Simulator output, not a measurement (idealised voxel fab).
process module | voxel fin reveal
cross-section cut | 295 nm wide | cells 5 nm
A cross-section is a grid of square cells, given in bands from the top down. A band is one or more rows of cells.
Each band's line starts with the height of the band's top and of its bottom, in nm. Then come its materials from left to right, each with its width in nm. One material with "throughout" fills the band from edge to edge. "air" is empty space.
Height 0 is the level under which the wafer as received is all one material. The lowest band goes on downwards, as in "0 down".
A width such as "30 to 40" changes by the same amount from each row of cells to the next, from the band's top row to its bottom row.
"no change" after a step means that no cell of the cross-section changed.
closed voids: empty space of 8 cells or more with no open way to the top, each as width x height at its distance from the left edge, in nm
after a step's settings: what the simulator itself notes on the step
overlay nm, on a step with a mask: how far to the right of its planned place the mask lay; to the left if negative
plan
1 op RECEIVE | material Si
2 op CONFORMAL_DEP | material SiN | thk nm 10
3 op MASKED_ETCH | tone cover | mask id FINS | width nm 15 | pitch nm 40 | etch materials SiN | depth nm 10 | overlay nm 0
4 op MASKED_ETCH | tone cover | mask id FINS | width nm 15 | pitch nm 40 | etch materials Si | depth nm 30 | overlay nm 0
5 op FILL_DEP | material SiO2 | thk nm 5
6 op CMP | height nm 10
7 op SELECTIVE_ETCH | etch materials SiO2 | depth nm 30
8 op STRIP | etch materials SiN
9 op CONFORMAL_DEP | material HfO2 | thk nm 5
varied across the wafers: width nm of step 4. The plan shows the first wafer's value. All wafers start alike
first wafer as received, after step 1
  0 down: Si throughout
  closed voids: none
first wafer at the end, after step 9
  5 to 0: air 95 | HfO2 25 | air 15 | HfO2 25 | air 15 | HfO2 25 | air 95
  0 to -15: air 95 | HfO2 5 | Si 15 | HfO2 5 | air 15 | HfO2 5 | Si 15 | HfO2 5 | air 15 | HfO2 5 | Si 15 | HfO2 5 | air 95
  -15 to -20: HfO2 100 | Si 15 | HfO2 25 | Si 15 | HfO2 25 | Si 15 | HfO2 100
  -20 to -30: SiO2 100 | Si 15 | SiO2 25 | Si 15 | SiO2 25 | Si 15 | SiO2 100
  -30 down: Si throughout
  closed voids: none
last wafer at the end
  5 to 0: air 90 | HfO2 35 | air 5 | HfO2 35 | air 5 | HfO2 35 | air 90
  0 to -15: air 90 | HfO2 5 | Si 25 | HfO2 5 | air 5 | HfO2 5 | Si 25 | HfO2 5 | air 5 | HfO2 5 | Si 25 | HfO2 5 | air 90
  -15 to -20: HfO2 95 | Si 25 | HfO2 15 | Si 25 | HfO2 15 | Si 25 | HfO2 95
  -20 to -30: SiO2 95 | Si 25 | SiO2 15 | Si 25 | SiO2 15 | Si 25 | SiO2 95
  -30 down: Si throughout
  closed voids: none
each wafer at the end: cells of each material gained (+) or lost (-) since it was received, then its closed voids
width nm 15 | +83 HfO2 | -300 Si | +100 SiO2 | closed voids: none
width nm 20 | +83 HfO2 | -282 Si | +94 SiO2 | closed voids: none
width nm 25 | +83 HfO2 | -264 Si | +88 SiO2 | closed voids: none
